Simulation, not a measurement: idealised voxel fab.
process module | voxel fin reveal
cross-section cut | 180 nm wide | cells 5 nm
A cross-section is a grid of square cells, given in bands from the top down. A band is one or more rows of cells.
Each band's line starts with the height of the band's top and of its bottom, in nm. Then come its materials from left to right, each with its width in nm. One material with "throughout" fills the band from edge to edge. "air" is empty space.
Height 0 is the level under which the wafer as received is all one material. The lowest band goes on downwards, as in "0 down".
A width such as "30 to 40" changes by the same amount from each row of cells to the next, from the band's top row to its bottom row.
"no change" after a step means that no cell of the cross-section changed.
closed voids: empty space of 8 cells or more with no open way to the top, each as width x height at its distance from the left edge, in nm
after a step's settings: what the simulator itself notes on the step
overlay nm, on a step with a mask: how far to the right of its planned place the mask lay; to the left if negative
plan
1 op RECEIVE | material Si
2 op CONFORMAL_DEP | material SiN | thk nm 10
3 op PATTERN | tone cover | mask id FINS | material resist | width nm 15 | pitch nm 45 | thk nm 15 | overlay nm 0
4 op DIRECTIONAL_ETCH | etch materials SiN | depth nm 10
5 op DIRECTIONAL_ETCH | etch materials Si | depth nm 40
6 op STRIP | etch materials resist
7 op OXIDIZE | depth nm 5
8 op FILL_DEP | material SiO2 | thk nm 10
9 op CMP | height nm 10
10 op SELECTIVE_ETCH | etch materials SiO2 | depth nm 30
11 op STRIP | etch materials SiN
12 op CONFORMAL_DEP | material HfO2 | thk nm 5
varied across the wafers: width nm of step 3. The plan shows the first wafer's value. All wafers start alike
first wafer as received, after step 1
  0 down: Si throughout
  closed voids: none
first wafer at the end, after step 12
  5 to 0: air 60 | HfO2 15 | air 30 | HfO2 15 | air 60
  0 to -15: air 60 | HfO2 5 | Si 5 | HfO2 5 | air 30 | HfO2 5 | Si 5 | HfO2 5 | air 60
  -15 to -20: HfO2 65 | Si 5 | HfO2 40 | Si 5 | HfO2 65
  -20 to -45: SiO2 65 | Si 5 | SiO2 40 | Si 5 | SiO2 65
  -45 down: Si throughout
  closed voids: none
last wafer at the end
  5 to 0: air 55 | HfO2 30 | air 15 | HfO2 30 | air 50
  0 to -15: air 55 | HfO2 5 | Si 20 | HfO2 5 | air 15 | HfO2 5 | Si 20 | HfO2 5 | air 50
  -15 to -20: HfO2 60 | Si 20 | HfO2 25 | Si 20 | HfO2 55
  -20 to -45: SiO2 60 | Si 20 | SiO2 25 | Si 20 | SiO2 55
  -45 down: Si throughout
  closed voids: none
each wafer at the end: cells of each material gained (+) or lost (-) since it was received, then its closed voids
width nm 15 | +52 HfO2 | -306 Si | +170 SiO2 | closed voids: none
width nm 20 | +52 HfO2 | -288 Si | +160 SiO2 | closed voids: none
width nm 25 | +52 HfO2 | -270 Si | +150 SiO2 | closed voids: none
width nm 30 | +52 HfO2 | -252 Si | +140 SiO2 | closed voids: none
